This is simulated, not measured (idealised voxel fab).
The document below concerns the process module designated voxel transistor to metal.
185 nm wide, 5 nm square cells: that's cross-section cut.
Each cross-section below is a grid of square cells, stated as bands in top-down order, with one or more rows of cells making up each band. A band entry consists of two parts. The first gives the height of the band's top and the height of its bottom, in nm. The rest lists the band's materials from left to right, each with its width in nm. A single material labelled with the word "throughout" fills the band from edge to edge, and the word "empty" marks empty space. All heights in this document are referenced to 0, defined as the level beneath which the wafer, as received, consists entirely of one material. The lowest band is not bounded below; it extends indefinitely downward and is written in the form "top 0, no bottom". A two-number width, for instance "30->40", indicates that the width is equal to the first number in the top row of the band and to the second number in the bottom row, and that it changes by a constant amount per row of cells. Reading "no change occurred" for a step: not a cell of the cross-section changed in it. The list in "Enclosed void inventory" covers empty spaces of 8 cells or more that cannot reach the top through any open way, and it gives each as width x height at distance; the distance is from the left edge, and width, height and distance are in nm. Anything after a step's settings on that line? It's the simulator's own note about the step. overlay nm: right-of-plan distance of the mask on a masked step; negative values mean left-of-plan.

## List of planned process steps
- 1: RECEIVE,material Si
- 2: CONFORMAL_DEP,material SiO2,thk nm 5
- 3: CONFORMAL_DEP,material SiN,thk nm 10
- 4: PATTERN,tone cover,mask id ACTIVE,material resist,width nm 115,thk nm 20,overlay nm 0
- 5: DIRECTIONAL_ETCH,etch materials SiN,depth nm 10
- 6: DIRECTIONAL_ETCH,etch materials SiO2,depth nm 5
- 7: DIRECTIONAL_ETCH,etch materials Si,depth nm 35
- 8: STRIP,etch materials resist
- 9: OXIDIZE,depth nm 5
- 10: FILL_DEP,material SiO2,thk nm 5
- 11: CMP,height nm 15
- 12: SELECTIVE_ETCH,etch materials SiO2,depth nm 10
- 13: STRIP,etch materials SiN
- 14: SELECTIVE_ETCH,etch materials SiO2,depth nm 5
- 15: OXIDIZE,depth nm 5
- 16: DIRECTIONAL_DEP,material polySi,thk nm 25
- 17: DIRECTIONAL_DEP,material SiCN,thk nm 15
- 18: MASKED_ETCH,tone cover,mask id GATE,width nm 25,etch materials SiCN,depth nm 25,overlay nm 0
- 19: MASKED_ETCH,tone cover,mask id GATE,width nm 25,etch materials polySi,depth nm 35,overlay nm 0
- 20: CONFORMAL_DEP,material SiO2,thk nm 5
- 21: DIRECTIONAL_ETCH,etch materials SiO2,depth nm 5
- 22: CONFORMAL_DEP,material SiN,thk nm 10
- 23: DIRECTIONAL_ETCH,etch materials SiN,depth nm 10
- 24: DIRECTIONAL_ETCH,etch materials SiO2,depth nm 5
- 25: EPI,material pSi,thk nm 5
- 26: FILL_DEP,material SiO2,thk nm 10
- 27: CMP,height nm 25
- 28: STRIP,etch materials polySi
- 29: SELECTIVE_ETCH,etch materials SiO2,depth nm 5
- 30: CONFORMAL_DEP,material HfO2,thk nm 5
- 31: CONFORMAL_DEP,material TiN,thk nm 5
- 32: FILL_DEP,material W,thk nm 10
- 33: CMP,height nm 20
- 34: DIRECTIONAL_DEP,material SiO2,thk nm 15
- 35: PATTERN,tone open,mask id CONTACT,material resist,width nm 15,pitch nm 80,thk nm 20,overlay nm 0
- 36: DIRECTIONAL_ETCH,etch materials SiO2,depth nm 35
- 37: STRIP,etch materials resist
- 38: CONFORMAL_DEP,material TiN,thk nm 5
- 39: FILL_DEP,material Ru,thk nm 5
- 40: CMP,height nm 35
- 41: CONFORMAL_DEP,material SiN,thk nm 5
- 42: DIRECTIONAL_DEP,material lowk,thk nm 20
- 43: MASKED_ETCH,tone open,mask id METAL_1,width nm 15,pitch nm 80,etch materials lowk,depth nm 20,overlay nm 0
- 44: MASKED_ETCH,tone open,mask id METAL_1,width nm 15,pitch nm 80,etch materials SiN,depth nm 5,overlay nm 0
- 45: CONFORMAL_DEP,material TiN,thk nm 5
- 46: FILL_DEP,material Cu,thk nm 10
- 47: CMP,height nm 60
- 48: CONFORMAL_DEP,material SiN,thk nm 5

## So this is the incoming wafer in cross-section - it's already been through step 1
  top 0, no bottom  Si throughout
  Enclosed void inventory: none

## Wafer at module end, in section. Began as above, planned as above, run with one mistake
  top 80, bottom 75  SiN throughout
  top 75, bottom 65  Cu throughout
  top 65, bottom 60  TiN 50, then Cu 5, then TiN 75, then Cu 5, then TiN 50
  top 60, bottom 40  lowk 45, then TiN 5, then Cu 5, then TiN 5, then lowk 65, then TiN 5, then Cu 5, then TiN 5, then lowk 45
  top 40, bottom 35  SiN 45, then TiN 15, then SiN 65, then TiN 15, then SiN 45
  top 35, bottom 20  SiO2 45, then TiN 5, then Ru 5, then TiN 5, then SiO2 65, then TiN 5, then Ru 5, then TiN 5, then SiO2 45
  top 20, bottom 5  SiO2 45, then TiN 5, then Ru 5, then TiN 5, then SiO2 5, then SiN 10, then HfO2 5, then TiN 5, then W 15, then TiN 5, then HfO2 5, then SiN 10, then SiO2 5, then TiN 5, then Ru 5, then TiN 5, then SiO2 45
  top 5, bottom 0  SiO2 45, then TiN 15, then SiO2 5, then SiN 10, then HfO2 5, then TiN 25, then HfO2 5, then SiN 10, then SiO2 5, then TiN 15, then SiO2 45
  top 0, bottom -5  SiO2 35, then pSi 30, then SiO2 10, then HfO2 35, then SiO2 10, then pSi 30, then SiO2 35
  top -5, bottom -40  SiO2 40, then Si 105, then SiO2 40
  top -40, no bottom  Si throughout
  Enclosed void inventory: none
Finding, execution versus plan: the plan's step 47 went unexecuted, having been skipped
